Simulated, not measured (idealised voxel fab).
Process module name: voxel capacitor over wiring
FYI the section here is cut, 220 nm wide, cells are 5 nm squares.
This document writes a cross-section as a grid whose cells are square, and gives it as bands, listed from the top down; one or more rows of cells form a band.
Band entry format. Leading values: height of top, height of bottom, nm. Remainder: materials in left-to-right order, each with its width in nm. Special words: "full width" on a single material, which then fills the band edge to edge; "blank", empty space.
A quick word on heights: they are counted from 0, and under that level the wafer as it came to us is one material throughout. The lowest band is different from the rest in having no bottom; it simply continues downward, written as in "0..down".
Width "30->40": first value at the band's top row of cells, second value at its bottom row, equal change from row to row.
What does "nothing changed" mean for a step? It means no cell of the cross-section changed in that step.
Entry "Sealed void list" = empty spaces >= 8 cells with no open way to the top; each as width x height at distance, distance from left edge, all nm.
Formally, on a step line, whatever follows the settings is a remark that the simulator itself makes on the step.
"overlay nm", when on a step's line for a step with a mask, measures how far to the right of its planned place the mask lay; a negative measure means to the left.

[The planned process steps are enumerated hereunder]
| 1 | RECEIVE,material Si |
| 2 | CONFORMAL_DEP,material SiO2,thk nm 10 |
| 3 | DIRECTIONAL_DEP,material TiN,thk nm 5 |
| 4 | DIRECTIONAL_DEP,material Ru,thk nm 15 |
| 5 | DIRECTIONAL_DEP,material aC,thk nm 15 |
| 6 | PATTERN,tone cover,mask id METAL_1,material resist,width nm 30,pitch nm 90,thk nm 35,overlay nm 0 |
| 7 | DIRECTIONAL_ETCH,etch materials aC,depth nm 15 |
| 8 | STRIP,etch materials resist |
| 9 | DIRECTIONAL_ETCH,etch materials Ru,depth nm 15 |
| 10 | DIRECTIONAL_ETCH,etch materials TiN,depth nm 5 |
| 11 | STRIP,etch materials aC |
| 12 | CONFORMAL_DEP,material SiN,thk nm 5 |
| 13 | FILL_DEP,material lowk,thk nm 5 |
| 14 | CMP,height nm 30 |
| 15 | CONFORMAL_DEP,material SiCN,thk nm 5 |
| 16 | DIRECTIONAL_DEP,material SiO2,thk nm 10 |
| 17 | PATTERN,tone open,mask id PLUG_1,material resist,width nm 15,thk nm 15,overlay nm 0 |
| 18 | DIRECTIONAL_ETCH,etch materials SiO2,depth nm 10 |
| 19 | DIRECTIONAL_ETCH,etch materials SiCN,depth nm 5 |
| 20 | STRIP,etch materials resist |
| 21 | CONFORMAL_DEP,material TiN,thk nm 5 |
| 22 | FILL_DEP,material Cu,thk nm 5 |
| 23 | CMP,height nm 45 |
| 24 | DIRECTIONAL_DEP,material TiN,thk nm 10 |
| 25 | DIRECTIONAL_DEP,material SiN,thk nm 5 |
| 26 | DIRECTIONAL_DEP,material TiN,thk nm 5 |
| 27 | MASKED_ETCH,tone cover,mask id UPPER_PLATE,width nm 65,etch materials TiN,depth nm 5,overlay nm 0 |
| 28 | MASKED_ETCH,tone cover,mask id UPPER_PLATE,width nm 65,etch materials SiN,depth nm 5,overlay nm 0 |
| 29 | DIRECTIONAL_DEP,material aC,thk nm 15 |
| 30 | PATTERN,tone cover,mask id LOWER_PLATE,material resist,width nm 75,thk nm 35,overlay nm 0 |
| 31 | DIRECTIONAL_ETCH,etch materials aC,depth nm 15 |
| 32 | STRIP,etch materials resist |
| 33 | DIRECTIONAL_ETCH,etch materials TiN,depth nm 10 |
| 34 | STRIP,etch materials aC |
| 35 | FILL_DEP,material SiO2,thk nm 15 |
| 36 | CMP,height nm 75 |
| 37 | MASKED_ETCH,tone open,mask id PLUG_2,width nm 15,etch materials SiO2,depth nm 10,overlay nm 0 |
| 38 | CONFORMAL_DEP,material TiN,thk nm 5 |
| 39 | FILL_DEP,material Ru,thk nm 5 |
| 40 | CMP,height nm 75 |
| 41 | CONFORMAL_DEP,material SiCN,thk nm 5 |

[On the first of the two wafers: run conducted according to plan]

[Incoming wafer, cross-sectional view, post step 1]
0..down  Si full width
Sealed void list: none

[Cross-section of the wafer after step 2]
10..0  SiO2 full width
Below 0 it's all the same as before, nothing changed down there.

[Cross-section of the wafer after step 3]
15..10  TiN full width
Below 10 it's all the same as before, nothing changed down there.

[Cross-section of the wafer after step 4]
30..15  Ru full width
Below 15 it's all the same as before, nothing changed down there.

[Cross-section of the wafer after step 5]
45..30  aC full width
Below 30 it's all the same as before, nothing changed down there.

[Cross-section of the wafer after step 6]
80..45  blank 50 nm, resist 30 nm, blank 60 nm, resist 30 nm, blank 50 nm
Below 45 it's all the same as before, nothing changed down there.

[Cross-section of the wafer after step 7]
65..45  blank 50 nm, resist 30 nm, blank 60 nm, resist 30 nm, blank 50 nm
45..30  blank 50 nm, aC 30 nm, blank 60 nm, aC 30 nm, blank 50 nm
Below 30 it's all the same as before, nothing changed down there.

[Cross-section of the wafer after step 8]
45..30  blank 50 nm, aC 30 nm, blank 60 nm, aC 30 nm, blank 50 nm
Below 30 it's all the same as before, nothing changed down there.

[Cross-section of the wafer after step 9]
45..30  blank 50 nm, aC 30 nm, blank 60 nm, aC 30 nm, blank 50 nm
30..15  blank 50 nm, Ru 30 nm, blank 60 nm, Ru 30 nm, blank 50 nm
Below 15 it's all the same as before, nothing changed down there.

[Cross-section of the wafer after step 10]
45..30  blank 50 nm, aC 30 nm, blank 60 nm, aC 30 nm, blank 50 nm
30..15  blank 50 nm, Ru 30 nm, blank 60 nm, Ru 30 nm, blank 50 nm
15..10  blank 50 nm, TiN 30 nm, blank 60 nm, TiN 30 nm, blank 50 nm
Below 10 it's all the same as before, nothing changed down there.

[Cross-section of the wafer after step 11]
30..15  blank 50 nm, Ru 30 nm, blank 60 nm, Ru 30 nm, blank 50 nm
Below 15 it's all the same as before, nothing changed down there.

[Cross-section of the wafer after step 12]
35..30  blank 45 nm, SiN 40 nm, blank 50 nm, SiN 40 nm, blank 45 nm
30..15  blank 45 nm, SiN 5 nm, Ru 30 nm, SiN 5 nm, blank 50 nm, SiN 5 nm, Ru 30 nm, SiN 5 nm, blank 45 nm
15..10  SiN 50 nm, TiN 30 nm, SiN 60 nm, TiN 30 nm, SiN 50 nm
Below 10 it's all the same as before, nothing changed down there.

[Cross-section of the wafer after step 13]
40..35  lowk full width
35..30  lowk 45 nm, SiN 40 nm, lowk 50 nm, SiN 40 nm, lowk 45 nm
30..15  lowk 45 nm, SiN 5 nm, Ru 30 nm, SiN 5 nm, lowk 50 nm, SiN 5 nm, Ru 30 nm, SiN 5 nm, lowk 45 nm
Below 15 it's all the same as before, nothing changed down there.

[Cross-section of the wafer after step 14]
30..15  lowk 45 nm, SiN 5 nm, Ru 30 nm, SiN 5 nm, lowk 50 nm, SiN 5 nm, Ru 30 nm, SiN 5 nm, lowk 45 nm
Below 15 it's all the same as before, nothing changed down there.

[Cross-section of the wafer after step 15]
35..30  SiCN full width
Below 30 it's all the same as before, nothing changed down there.

[Cross-section of the wafer after step 16]
45..35  SiO2 full width
Below 35 it's all the same as before, nothing changed down there.

[Cross-section of the wafer after step 17]
60..45  resist 65 nm, blank 15 nm, resist 140 nm
Below 45 it's all the same as before, nothing changed down there.

[Cross-section of the wafer after step 18]
60..45  resist 65 nm, blank 15 nm, resist 140 nm
45..35  SiO2 65 nm, blank 15 nm, SiO2 140 nm
Below 35 it's all the same as before, nothing changed down there.

[Cross-section of the wafer after step 19]
60..45  resist 65 nm, blank 15 nm, resist 140 nm
45..35  SiO2 65 nm, blank 15 nm, SiO2 140 nm
35..30  SiCN 65 nm, blank 15 nm, SiCN 140 nm
Below 30 it's all the same as before, nothing changed down there.

[Cross-section of the wafer after step 20]
45..35  SiO2 65 nm, blank 15 nm, SiO2 140 nm
Below 35 it's all the same as before, nothing changed down there.

[Cross-section of the wafer after step 21]
50..45  TiN 70 nm, blank 5 nm, TiN 145 nm
45..35  SiO2 65 nm, TiN 5 nm, blank 5 nm, TiN 5 nm, SiO2 140 nm
35..30  SiCN 65 nm, TiN 15 nm, SiCN 140 nm
Below 30 it's all the same as before, nothing changed down there.

[Cross-section of the wafer after step 22]
55..50  Cu full width
50..45  TiN 70 nm, Cu 5 nm, TiN 145 nm
45..35  SiO2 65 nm, TiN 5 nm, Cu 5 nm, TiN 5 nm, SiO2 140 nm
Below 35 it's all the same as before, nothing changed down there.

[Cross-section of the wafer after step 23]
45..35  SiO2 65 nm, TiN 5 nm, Cu 5 nm, TiN 5 nm, SiO2 140 nm
Below 35 it's all the same as before, nothing changed down there.

[Cross-section of the wafer after step 24]
55..45  TiN full width
Below 45 it's all the same as before, nothing changed down there.

[Cross-section of the wafer after step 25]
60..55  SiN full width
Below 55 it's all the same as before, nothing changed down there.

[Cross-section of the wafer after step 26]
65..60  TiN full width
Below 60 it's all the same as before, nothing changed down there.

[Cross-section of the wafer after step 27]
65..60  blank 65 nm, TiN 65 nm, blank 90 nm
Below 60 it's all the same as before, nothing changed down there.

[Cross-section of the wafer after step 28]
65..60  blank 65 nm, TiN 65 nm, blank 90 nm
60..55  blank 65 nm, SiN 65 nm, blank 90 nm
Below 55 it's all the same as before, nothing changed down there.

[Cross-section of the wafer after step 29]
80..70  blank 65 nm, aC 65 nm, blank 90 nm
70..65  aC full width
65..60  aC 65 nm, TiN 65 nm, aC 90 nm
60..55  aC 65 nm, SiN 65 nm, aC 90 nm
Below 55 it's all the same as before, nothing changed down there.

[Cross-section of the wafer after step 30]
115..80  blank 60 nm, resist 75 nm, blank 85 nm
80..70  blank 60 nm, resist 5 nm, aC 65 nm, resist 5 nm, blank 85 nm
Below 70 it's all the same as before, nothing changed down there.

[Cross-section of the wafer after step 31]
100..80  blank 60 nm, resist 75 nm, blank 85 nm
80..70  blank 60 nm, resist 5 nm, aC 65 nm, resist 5 nm, blank 85 nm
70..65  blank 60 nm, aC 75 nm, blank 85 nm
65..60  blank 60 nm, aC 5 nm, TiN 65 nm, aC 5 nm, blank 85 nm
60..55  blank 60 nm, aC 5 nm, SiN 65 nm, aC 5 nm, blank 85 nm
Below 55 it's all the same as before, nothing changed down there.

[Cross-section of the wafer after step 32]
80..70  blank 65 nm, aC 65 nm, blank 90 nm
Below 70 it's all the same as before, nothing changed down there.

[Cross-section of the wafer after step 33]
80..70  blank 65 nm, aC 65 nm, blank 90 nm
70..65  blank 60 nm, aC 75 nm, blank 85 nm
65..60  blank 60 nm, aC 5 nm, TiN 65 nm, aC 5 nm, blank 85 nm
60..55  blank 60 nm, aC 5 nm, SiN 65 nm, aC 5 nm, blank 85 nm
55..45  blank 60 nm, TiN 75 nm, blank 85 nm
Below 45 it's all the same as before, nothing changed down there.

[Cross-section of the wafer after step 34]
65..60  blank 65 nm, TiN 65 nm, blank 90 nm
60..55  blank 65 nm, SiN 65 nm, blank 90 nm
Below 55 it's all the same as before, nothing changed down there.

[Cross-section of the wafer after step 35]
80..65  SiO2 full width
65..60  SiO2 65 nm, TiN 65 nm, SiO2 90 nm
60..55  SiO2 65 nm, SiN 65 nm, SiO2 90 nm
55..45  SiO2 60 nm, TiN 75 nm, SiO2 85 nm
Below 45 it's all the same as before, nothing changed down there.

[Cross-section of the wafer after step 36]
75..65  SiO2 full width
Below 65 it's all the same as before, nothing changed down there.

[Cross-section of the wafer after step 37]
75..65  SiO2 75 nm, blank 15 nm, SiO2 130 nm
Below 65 it's all the same as before, nothing changed down there.

[Cross-section of the wafer after step 38]
80..75  TiN 80 nm, blank 5 nm, TiN 135 nm
75..70  SiO2 75 nm, TiN 5 nm, blank 5 nm, TiN 5 nm, SiO2 130 nm
70..60  SiO2 75->65 nm, TiN 15->65 nm, SiO2 130->90 nm
Below 60 it's all the same as before, nothing changed down there.

[Cross-section of the wafer after step 39]
85..80  Ru full width
80..75  TiN 80 nm, Ru 5 nm, TiN 135 nm
75..70  SiO2 75 nm, TiN 5 nm, Ru 5 nm, TiN 5 nm, SiO2 130 nm
Below 70 it's all the same as before, nothing changed down there.

[Cross-section of the wafer after step 40]
75..70  SiO2 75 nm, TiN 5 nm, Ru 5 nm, TiN 5 nm, SiO2 130 nm
Below 70 it's all the same as before, nothing changed down there.

[Cross-section of the wafer after step 41]
80..75  SiCN full width
Below 75 it's all the same as before, nothing changed down there.

[Second Wafer (Identical Start and Plan, One Processing Error; Matches First Wafer Through Step 13)]

[The second wafer cut through, at the time step 14 was supposed to be finished]
30..15  lowk 45 nm, SiN 5 nm, Ru 30 nm, SiN 5 nm, lowk 50 nm, SiN 5 nm, Ru 30 nm, SiN 5 nm, lowk 45 nm
Below 15 it's all the same as before, nothing changed down there.

[The second wafer cut through, at the time step 15 was supposed to be finished]
35..30  SiCN full width
Below 30 it's all the same as before, nothing changed down there.

[The second wafer cut through, at the time step 16 was supposed to be finished]
45..35  SiO2 full width
Below 35 it's all the same as before, nothing changed down there.

[The second wafer cut through, at the time step 17 was supposed to be finished]
60..45  resist 65 nm, blank 15 nm, resist 140 nm
Below 45 it's all the same as before, nothing changed down there.

[The second wafer cut through, at the time step 18 was supposed to be finished]
60..45  resist 65 nm, blank 15 nm, resist 140 nm
45..35  SiO2 65 nm, blank 15 nm, SiO2 140 nm
Below 35 it's all the same as before, nothing changed down there.

[The second wafer cut through, at the time step 19 was supposed to be finished]
60..45  resist 65 nm, blank 15 nm, resist 140 nm
45..35  SiO2 65 nm, blank 15 nm, SiO2 140 nm
35..30  SiCN 65 nm, blank 15 nm, SiCN 140 nm
Below 30 it's all the same as before, nothing changed down there.

[The second wafer cut through, at the time step 20 was supposed to be finished]
45..35  SiO2 65 nm, blank 15 nm, SiO2 140 nm
Below 35 it's all the same as before, nothing changed down there.

[The second wafer cut through, at the time step 21 was supposed to be finished]
50..45  TiN 70 nm, blank 5 nm, TiN 145 nm
45..35  SiO2 65 nm, TiN 5 nm, blank 5 nm, TiN 5 nm, SiO2 140 nm
35..30  SiCN 65 nm, TiN 15 nm, SiCN 140 nm
Below 30 it's all the same as before, nothing changed down there.

[The second wafer cut through, at the time step 22 was supposed to be finished]
55..50  Cu full width
50..45  TiN 70 nm, Cu 5 nm, TiN 145 nm
45..35  SiO2 65 nm, TiN 5 nm, Cu 5 nm, TiN 5 nm, SiO2 140 nm
Below 35 it's all the same as before, nothing changed down there.

[The second wafer cut through, at the time step 23 was supposed to be finished]
45..35  SiO2 65 nm, TiN 5 nm, Cu 5 nm, TiN 5 nm, SiO2 140 nm
Below 35 it's all the same as before, nothing changed down there.

[The second wafer cut through, at the time step 24 was supposed to be finished]
55..45  TiN full width
Below 45 it's all the same as before, nothing changed down there.

[The second wafer cut through, at the time step 25 was supposed to be finished]
60..55  SiN full width
Below 55 it's all the same as before, nothing changed down there.

[The second wafer cut through, at the time step 26 was supposed to be finished]
65..60  TiN full width
Below 60 it's all the same as before, nothing changed down there.

[The second wafer cut through, at the time step 27 was supposed to be finished]
65..60  blank 65 nm, TiN 65 nm, blank 90 nm
Below 60 it's all the same as before, nothing changed down there.

[The second wafer cut through, at the time step 28 was supposed to be finished]
65..60  blank 65 nm, TiN 65 nm, blank 90 nm
60..55  blank 65 nm, SiN 65 nm, blank 90 nm
Below 55 it's all the same as before, nothing changed down there.

[The second wafer cut through, at the time step 29 was supposed to be finished]
80..70  blank 65 nm, aC 65 nm, blank 90 nm
70..65  aC full width
65..60  aC 65 nm, TiN 65 nm, aC 90 nm
60..55  aC 65 nm, SiN 65 nm, aC 90 nm
Below 55 it's all the same as before, nothing changed down there.

[The second wafer cut through, at the time step 30 was supposed to be finished]
115..80  blank 60 nm, resist 75 nm, blank 85 nm
80..70  blank 60 nm, resist 5 nm, aC 65 nm, resist 5 nm, blank 85 nm
Below 70 it's all the same as before, nothing changed down there.

[The second wafer cut through, at the time step 31 was supposed to be finished]
100..80  blank 60 nm, resist 75 nm, blank 85 nm
80..70  blank 60 nm, resist 5 nm, aC 65 nm, resist 5 nm, blank 85 nm
70..65  blank 60 nm, aC 75 nm, blank 85 nm
65..60  blank 60 nm, aC 5 nm, TiN 65 nm, aC 5 nm, blank 85 nm
60..55  blank 60 nm, aC 5 nm, SiN 65 nm, aC 5 nm, blank 85 nm
Below 55 it's all the same as before, nothing changed down there.

[The second wafer cut through, at the time step 32 was supposed to be finished]
80..70  blank 65 nm, aC 65 nm, blank 90 nm
Below 70 it's all the same as before, nothing changed down there.

[The second wafer cut through, at the time step 33 was supposed to be finished]
80..70  blank 65 nm, aC 65 nm, blank 90 nm
70..65  blank 60 nm, aC 75 nm, blank 85 nm
65..60  blank 60 nm, aC 5 nm, TiN 65 nm, aC 5 nm, blank 85 nm
60..55  blank 60 nm, aC 5 nm, SiN 65 nm, aC 5 nm, blank 85 nm
55..45  blank 60 nm, TiN 75 nm, blank 85 nm
Below 45 it's all the same as before, nothing changed down there.

[The second wafer cut through, at the time step 34 was supposed to be finished]
65..60  blank 65 nm, TiN 65 nm, blank 90 nm
60..55  blank 65 nm, SiN 65 nm, blank 90 nm
Below 55 it's all the same as before, nothing changed down there.

[The second wafer cut through, at the time step 35 was supposed to be finished]
80..65  SiO2 full width
65..60  SiO2 65 nm, TiN 65 nm, SiO2 90 nm
60..55  SiO2 65 nm, SiN 65 nm, SiO2 90 nm
55..45  SiO2 60 nm, TiN 75 nm, SiO2 85 nm
Below 45 it's all the same as before, nothing changed down there.

[The second wafer cut through, at the time step 36 was supposed to be finished]
75..65  SiO2 full width
Below 65 it's all the same as before, nothing changed down there.

[The second wafer cut through, at the time step 37 was supposed to be finished]
75..65  SiO2 75 nm, blank 15 nm, SiO2 130 nm
Below 65 it's all the same as before, nothing changed down there.

[The second wafer cut through, at the time step 38 was supposed to be finished]
80..75  TiN 80 nm, blank 5 nm, TiN 135 nm
75..70  SiO2 75 nm, TiN 5 nm, blank 5 nm, TiN 5 nm, SiO2 130 nm
70..60  SiO2 75->65 nm, TiN 15->65 nm, SiO2 130->90 nm
Below 60 it's all the same as before, nothing changed down there.

[The second wafer cut through, at the time step 39 was supposed to be finished]
85..80  Ru full width
80..75  TiN 80 nm, Ru 5 nm, TiN 135 nm
75..70  SiO2 75 nm, TiN 5 nm, Ru 5 nm, TiN 5 nm, SiO2 130 nm
Below 70 it's all the same as before, nothing changed down there.

[The second wafer cut through, at the time step 40 was supposed to be finished]
75..70  SiO2 75 nm, TiN 5 nm, Ru 5 nm, TiN 5 nm, SiO2 130 nm
Below 70 it's all the same as before, nothing changed down there.

[The second wafer cut through, at the time step 41 was supposed to be finished]
80..75  SiCN full width
Below 75 it's all the same as before, nothing changed down there.
Short version of what went wrong: plan step 14 was twice executed
If you compare the two wafers at the end, their cross-sections are the same, so as far as this model is concerned the mistake changes nothing.
